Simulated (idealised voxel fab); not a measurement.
You're looking at the process module voxel self aligned contacts.
Square cell edge 5 nm, section width 270 nm, ID cut.
Cross-sections here: square-cell grids, written as top-down lists of bands, a band being one or more rows of cells.
Band entry format. Leading values: height of top, height of bottom, nm. Remainder: materials in left-to-right order, each with its width in nm. Special words: "full width" on a single material, which then fills the band edge to edge; "empty", empty space.
A quick word on heights: they are counted from 0, and under that level the wafer as it came to us is one material throughout. The lowest band is different from the rest in having no bottom; it simply continues downward, written as in "from 0 down".
Quick explanation for "30..40": the width changes in equal steps down the rows of cells, from the first number in the band's top row to the second number in its bottom row.
Step marked "no modifications"? Then no cell in the cross-section changed in it.
The entry titled "Closed cavity list" provides the empty spaces that have no open way to the top, restricted to those of 8 cells or more. Each is presented as width x height at distance, the distance being measured from the left edge, with all three in nm.
Formally, on a step line, whatever follows the settings is a remark that the simulator itself makes on the step.
overlay nm: mask right of planned place by this much (step with mask). Neg. = left.

### Planned process steps
step 1: RECEIVE, material Si
step 2: OXIDIZE, depth nm 5
step 3: DIRECTIONAL_DEP, material polySi, thk nm 30
step 4: DIRECTIONAL_DEP, material SiN, thk nm 20
step 5: DIRECTIONAL_DEP, material aC, thk nm 10
step 6: PATTERN, tone cover, mask id GATE, material resist, width nm 30, pitch nm 75, thk nm 30, overlay nm 0
step 7: DIRECTIONAL_ETCH, etch materials aC, depth nm 10
step 8: STRIP, etch materials resist
step 9: DIRECTIONAL_ETCH, etch materials SiN, depth nm 20
step 10: DIRECTIONAL_ETCH, etch materials polySi, depth nm 30
step 11: STRIP, etch materials aC
step 12: CONFORMAL_DEP, material SiN, thk nm 10
step 13: DIRECTIONAL_ETCH, etch materials SiN, depth nm 10
step 14: FILL_DEP, material SiO2, thk nm 20
step 15: CMP, height nm 60
step 16: DIRECTIONAL_DEP, material aC, thk nm 10
step 17: PATTERN, tone open, mask id CONTACT, material resist, width nm 55, thk nm 30, overlay nm 0
step 18: DIRECTIONAL_ETCH, etch materials aC, depth nm 10
step 19: STRIP, etch materials resist
step 20: DIRECTIONAL_ETCH, etch materials SiO2, depth nm 65
step 21: STRIP, etch materials aC
step 22: CONFORMAL_DEP, material TiN, thk nm 5
step 23: FILL_DEP, material Ru, thk nm 5
step 24: CMP, height nm 60
step 25: CONFORMAL_DEP, material SiN, thk nm 5

### First of the two wafers, run per plan

### Wafer cross-section on receipt, i.e. after step 1
  from 0 down = Si full width
  Closed cavity list: none

### Sectional view: wafer, after step 2
  from 0 to -5 = SiO2 full width
  Below -5, no change.

### Sectional view: wafer, after step 3
  from 30 to 0 = polySi full width
  Below 0, no change.

### Sectional view: wafer, after step 4
  from 50 to 30 = SiN full width
  Below 30, no change.

### Sectional view: wafer, after step 5
  from 60 to 50 = aC full width
  Below 50, no change.

### Sectional view: wafer, after step 6
  from 90 to 60 = empty: 80, resist: 30, empty: 45, resist: 30, empty: 85
  Below 60, no change.

### Sectional view: wafer, after step 7
  from 80 to 60 = empty: 80, resist: 30, empty: 45, resist: 30, empty: 85
  from 60 to 50 = empty: 80, aC: 30, empty: 45, aC: 30, empty: 85
  Below 50, no change.

### Sectional view: wafer, after step 8
  from 60 to 50 = empty: 80, aC: 30, empty: 45, aC: 30, empty: 85
  Below 50, no change.

### Sectional view: wafer, after step 9
  from 60 to 50 = empty: 80, aC: 30, empty: 45, aC: 30, empty: 85
  from 50 to 30 = empty: 80, SiN: 30, empty: 45, SiN: 30, empty: 85
  Below 30, no change.

### Sectional view: wafer, after step 10
  from 60 to 50 = empty: 80, aC: 30, empty: 45, aC: 30, empty: 85
  from 50 to 30 = empty: 80, SiN: 30, empty: 45, SiN: 30, empty: 85
  from 30 to 0 = empty: 80, polySi: 30, empty: 45, polySi: 30, empty: 85
  Below 0, no change.

### Sectional view: wafer, after step 11
  from 50 to 30 = empty: 80, SiN: 30, empty: 45, SiN: 30, empty: 85
  Below 30, no change.

### Sectional view: wafer, after step 12
  from 60 to 30 = empty: 70, SiN: 50, empty: 25, SiN: 50, empty: 75
  from 30 to 10 = empty: 70, SiN: 10, polySi: 30, SiN: 10, empty: 25, SiN: 10, polySi: 30, SiN: 10, empty: 75
  from 10 to 0 = SiN: 80, polySi: 30, SiN: 45, polySi: 30, SiN: 85
  Below 0, no change.

### Sectional view: wafer, after step 13
  from 50 to 30 = empty: 70, SiN: 50, empty: 25, SiN: 50, empty: 75
  from 30 to 0 = empty: 70, SiN: 10, polySi: 30, SiN: 10, empty: 25, SiN: 10, polySi: 30, SiN: 10, empty: 75
  Below 0, no change.

### Sectional view: wafer, after step 14
  from 70 to 50 = SiO2 full width
  from 50 to 30 = SiO2: 70, SiN: 50, SiO2: 25, SiN: 50, SiO2: 75
  from 30 to 0 = SiO2: 70, SiN: 10, polySi: 30, SiN: 10, SiO2: 25, SiN: 10, polySi: 30, SiN: 10, SiO2: 75
  Below 0, no change.

### Sectional view: wafer, after step 15
  from 60 to 50 = SiO2 full width
  Below 50, no change.

### Sectional view: wafer, after step 16
  from 70 to 60 = aC full width
  Below 60, no change.

### Sectional view: wafer, after step 17
  from 100 to 70 = resist: 105, empty: 55, resist: 110
  Below 70, no change.

### Sectional view: wafer, after step 18
  from 90 to 70 = resist: 105, empty: 55, resist: 110
  from 70 to 60 = aC: 105, empty: 55, aC: 110
  Below 60, no change.

### Sectional view: wafer, after step 19
  from 70 to 60 = aC: 105, empty: 55, aC: 110
  Below 60, no change.

### Sectional view: wafer, after step 20
  from 70 to 60 = aC: 105, empty: 55, aC: 110
  from 60 to 50 = SiO2: 105, empty: 55, SiO2: 110
  from 50 to 30 = SiO2: 70, SiN: 50, empty: 25, SiN: 50, SiO2: 75
  from 30 to 0 = SiO2: 70, SiN: 10, polySi: 30, SiN: 10, empty: 25, SiN: 10, polySi: 30, SiN: 10, SiO2: 75
  from 0 to -5 = SiO2: 120, empty: 25, SiO2: 125
  Below -5, no change.

### Sectional view: wafer, after step 21
  from 60 to 50 = SiO2: 105, empty: 55, SiO2: 110
  Below 50, no change.

### Sectional view: wafer, after step 22
  from 65 to 60 = TiN: 110, empty: 45, TiN: 115
  from 60 to 50 = SiO2: 105, TiN: 5..20, empty: 45..15, TiN: 5..20, SiO2: 110
  from 50 to 30 = SiO2: 70, SiN: 50, TiN: 5, empty: 15, TiN: 5, SiN: 50, SiO2: 75
  from 30 to 0 = SiO2: 70, SiN: 10, polySi: 30, SiN: 10, TiN: 5, empty: 15, TiN: 5, SiN: 10, polySi: 30, SiN: 10, SiO2: 75
  from 0 to -5 = SiO2: 120, TiN: 25, SiO2: 125
  Below -5, no change.

### Sectional view: wafer, after step 23
  from 70 to 65 = Ru full width
  from 65 to 60 = TiN: 110, Ru: 45, TiN: 115
  from 60 to 50 = SiO2: 105, TiN: 5..20, Ru: 45..15, TiN: 5..20, SiO2: 110
  from 50 to 30 = SiO2: 70, SiN: 50, TiN: 5, Ru: 15, TiN: 5, SiN: 50, SiO2: 75
  from 30 to 0 = SiO2: 70, SiN: 10, polySi: 30, SiN: 10, TiN: 5, Ru: 15, TiN: 5, SiN: 10, polySi: 30, SiN: 10, SiO2: 75
  Below 0, no change.

### Sectional view: wafer, after step 24
  from 60 to 50 = SiO2: 105, TiN: 5..20, Ru: 45..15, TiN: 5..20, SiO2: 110
  Below 50, no change.

### Sectional view: wafer, after step 25
  from 65 to 60 = SiN full width
  Below 60, no change.

### Okay, second wafer. Nothing different at the start, nothing different in the plan, just one mistake somewhere in the running. As far as step 1, counting that step, it's the first wafer all over again

### Cross-section of the second wafer at the time by which step 2 should have been completed according to the plan
  from 0 to -10 = SiO2 full width
  Below -10, no change.

### Cross-section of the second wafer at the time by which step 3 should have been completed according to the plan
  from 30 to 0 = polySi full width
  Below 0, no change.

### Cross-section of the second wafer at the time by which step 4 should have been completed according to the plan
  from 50 to 30 = SiN full width
  Below 30, no change.

### Cross-section of the second wafer at the time by which step 5 should have been completed according to the plan
  from 60 to 50 = aC full width
  Below 50, no change.

### Cross-section of the second wafer at the time by which step 6 should have been completed according to the plan
  from 90 to 60 = empty: 80, resist: 30, empty: 45, resist: 30, empty: 85
  Below 60, no change.

### Cross-section of the second wafer at the time by which step 7 should have been completed according to the plan
  from 80 to 60 = empty: 80, resist: 30, empty: 45, resist: 30, empty: 85
  from 60 to 50 = empty: 80, aC: 30, empty: 45, aC: 30, empty: 85
  Below 50, no change.

### Cross-section of the second wafer at the time by which step 8 should have been completed according to the plan
  from 60 to 50 = empty: 80, aC: 30, empty: 45, aC: 30, empty: 85
  Below 50, no change.

### Cross-section of the second wafer at the time by which step 9 should have been completed according to the plan
  from 60 to 50 = empty: 80, aC: 30, empty: 45, aC: 30, empty: 85
  from 50 to 30 = empty: 80, SiN: 30, empty: 45, SiN: 30, empty: 85
  Below 30, no change.

### Cross-section of the second wafer at the time by which step 10 should have been completed according to the plan
  from 60 to 50 = empty: 80, aC: 30, empty: 45, aC: 30, empty: 85
  from 50 to 30 = empty: 80, SiN: 30, empty: 45, SiN: 30, empty: 85
  from 30 to 0 = empty: 80, polySi: 30, empty: 45, polySi: 30, empty: 85
  Below 0, no change.

### Cross-section of the second wafer at the time by which step 11 should have been completed according to the plan
  from 50 to 30 = empty: 80, SiN: 30, empty: 45, SiN: 30, empty: 85
  Below 30, no change.

### Cross-section of the second wafer at the time by which step 12 should have been completed according to the plan
  from 60 to 30 = empty: 70, SiN: 50, empty: 25, SiN: 50, empty: 75
  from 30 to 10 = empty: 70, SiN: 10, polySi: 30, SiN: 10, empty: 25, SiN: 10, polySi: 30, SiN: 10, empty: 75
  from 10 to 0 = SiN: 80, polySi: 30, SiN: 45, polySi: 30, SiN: 85
  Below 0, no change.

### Cross-section of the second wafer at the time by which step 13 should have been completed according to the plan
  from 50 to 30 = empty: 70, SiN: 50, empty: 25, SiN: 50, empty: 75
  from 30 to 0 = empty: 70, SiN: 10, polySi: 30, SiN: 10, empty: 25, SiN: 10, polySi: 30, SiN: 10, empty: 75
  Below 0, no change.

### Cross-section of the second wafer at the time by which step 14 should have been completed according to the plan
  from 70 to 50 = SiO2 full width
  from 50 to 30 = SiO2: 70, SiN: 50, SiO2: 25, SiN: 50, SiO2: 75
  from 30 to 0 = SiO2: 70, SiN: 10, polySi: 30, SiN: 10, SiO2: 25, SiN: 10, polySi: 30, SiN: 10, SiO2: 75
  Below 0, no change.

### Cross-section of the second wafer at the time by which step 15 should have been completed according to the plan
  from 60 to 50 = SiO2 full width
  Below 50, no change.

### Cross-section of the second wafer at the time by which step 16 should have been completed according to the plan
  from 70 to 60 = aC full width
  Below 60, no change.

### Cross-section of the second wafer at the time by which step 17 should have been completed according to the plan
  from 100 to 70 = resist: 105, empty: 55, resist: 110
  Below 70, no change.

### Cross-section of the second wafer at the time by which step 18 should have been completed according to the plan
  from 90 to 70 = resist: 105, empty: 55, resist: 110
  from 70 to 60 = aC: 105, empty: 55, aC: 110
  Below 60, no change.

### Cross-section of the second wafer at the time by which step 19 should have been completed according to the plan
  from 70 to 60 = aC: 105, empty: 55, aC: 110
  Below 60, no change.

### Cross-section of the second wafer at the time by which step 20 should have been completed according to the plan
  from 70 to 60 = aC: 105, empty: 55, aC: 110
  from 60 to 50 = SiO2: 105, empty: 55, SiO2: 110
  from 50 to 30 = SiO2: 70, SiN: 50, empty: 25, SiN: 50, SiO2: 75
  from 30 to 0 = SiO2: 70, SiN: 10, polySi: 30, SiN: 10, empty: 25, SiN: 10, polySi: 30, SiN: 10, SiO2: 75
  from 0 to -5 = SiO2: 120, empty: 25, SiO2: 125
  Below -5, no change.

### Cross-section of the second wafer at the time by which step 21 should have been completed according to the plan
  from 60 to 50 = SiO2: 105, empty: 55, SiO2: 110
  Below 50, no change.

### Cross-section of the second wafer at the time by which step 22 should have been completed according to the plan
  from 65 to 60 = TiN: 110, empty: 45, TiN: 115
  from 60 to 50 = SiO2: 105, TiN: 5..20, empty: 45..15, TiN: 5..20, SiO2: 110
  from 50 to 30 = SiO2: 70, SiN: 50, TiN: 5, empty: 15, TiN: 5, SiN: 50, SiO2: 75
  from 30 to 0 = SiO2: 70, SiN: 10, polySi: 30, SiN: 10, TiN: 5, empty: 15, TiN: 5, SiN: 10, polySi: 30, SiN: 10, SiO2: 75
  from 0 to -5 = SiO2: 120, TiN: 25, SiO2: 125
  Below -5, no change.

### Cross-section of the second wafer at the time by which step 23 should have been completed according to the plan
  from 70 to 65 = Ru full width
  from 65 to 60 = TiN: 110, Ru: 45, TiN: 115
  from 60 to 50 = SiO2: 105, TiN: 5..20, Ru: 45..15, TiN: 5..20, SiO2: 110
  from 50 to 30 = SiO2: 70, SiN: 50, TiN: 5, Ru: 15, TiN: 5, SiN: 50, SiO2: 75
  from 30 to 0 = SiO2: 70, SiN: 10, polySi: 30, SiN: 10, TiN: 5, Ru: 15, TiN: 5, SiN: 10, polySi: 30, SiN: 10, SiO2: 75
  Below 0, no change.

### Cross-section of the second wafer at the time by which step 24 should have been completed according to the plan
  from 60 to 50 = SiO2: 105, TiN: 5..20, Ru: 45..15, TiN: 5..20, SiO2: 110
  Below 50, no change.

### Cross-section of the second wafer at the time by which step 25 should have been completed according to the plan
  from 65 to 60 = SiN full width
  Below 60, no change.
In executing the process, a mistake was made relative to the plan: step 2 did not happen as planned, as run it was OXIDIZE, depth nm 10
Upon completion, the second wafer contains, in terms of cells, a greater or smaller amount of certain materials than the first wafer: -54 Si; +54 SiO2
